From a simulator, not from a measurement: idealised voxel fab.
process module | voxel double patterning
This is section cut - it's 295 nm across, gridded in 5 nm square cells.
Bands, listed from the top down, are how a cross-section gets written in this document; the cross-section itself is a grid of square cells, and a band is one or more rows of them.
Band entry format. Leading values: height of top, height of bottom, nm. Remainder: materials in left-to-right order, each with its width in nm. Special words: "throughout" on a single material, which then fills the band edge to edge; "empty", empty space.
Height 0 is the level under which the wafer as received is all one material. The lowest band goes on downwards, as in "0..down".
Quick explanation for "30 to 40": the width changes in equal steps down the rows of cells, from the first number in the band's top row to the second number in its bottom row.
"remained unchanged" after a step means that no cell of the cross-section changed.
The label "Closed internal cavities" introduces a list of the empty spaces, 8 cells or larger, that have no open way up to the top; each entry in it reads width x height at distance, where the distance is taken from the left edge and all three are stated in nm.
Note: text after step settings on the step line = simulator remark on that step.
The "overlay nm" setting may appear on a step's line; for a step that uses a mask, it gives how far to the right of its planned position the mask lay, and a negative value indicates the left.

**plan**
- 1: RECEIVE: material Si
- 2: CONFORMAL_DEP: material SiO2, thk nm 5
- 3: DIRECTIONAL_DEP: material W, thk nm 20
- 4: DIRECTIONAL_DEP: material SiN, thk nm 10
- 5: MASKED_ETCH: tone open, mask id FIRST, width nm 15, pitch nm 50, etch materials SiN, depth nm 10, overlay nm 0
- 6: DIRECTIONAL_DEP: material aC, thk nm 10
- 7: PATTERN: tone open, mask id SECOND, material resist, width nm 15, pitch nm 50, thk nm 30, overlay nm 0
- 8: DIRECTIONAL_ETCH: etch materials aC, depth nm 10
- 9: STRIP: etch materials resist
- 10: DIRECTIONAL_ETCH: etch materials SiN, depth nm 10
- 11: STRIP: etch materials aC
- 12: DIRECTIONAL_ETCH: etch materials W, depth nm 20
- 13: STRIP: etch materials SiN

**This is the cross-section of the wafer as we received it, i.e. after step 1**
  0..down: Si throughout
  Closed internal cavities: none

**Wafer cross-section at end of module: start and plan as shown above, one execution error**
  20..0: W (90), then empty (15), then W (10), then empty (15), then W (10), then empty (15), then W (10), then empty (15), then W (10), then empty (15), then W (90)
  0..down: Si throughout
  Closed internal cavities: none
Finding, execution versus plan: not run: step 2 of the plan (skipped)
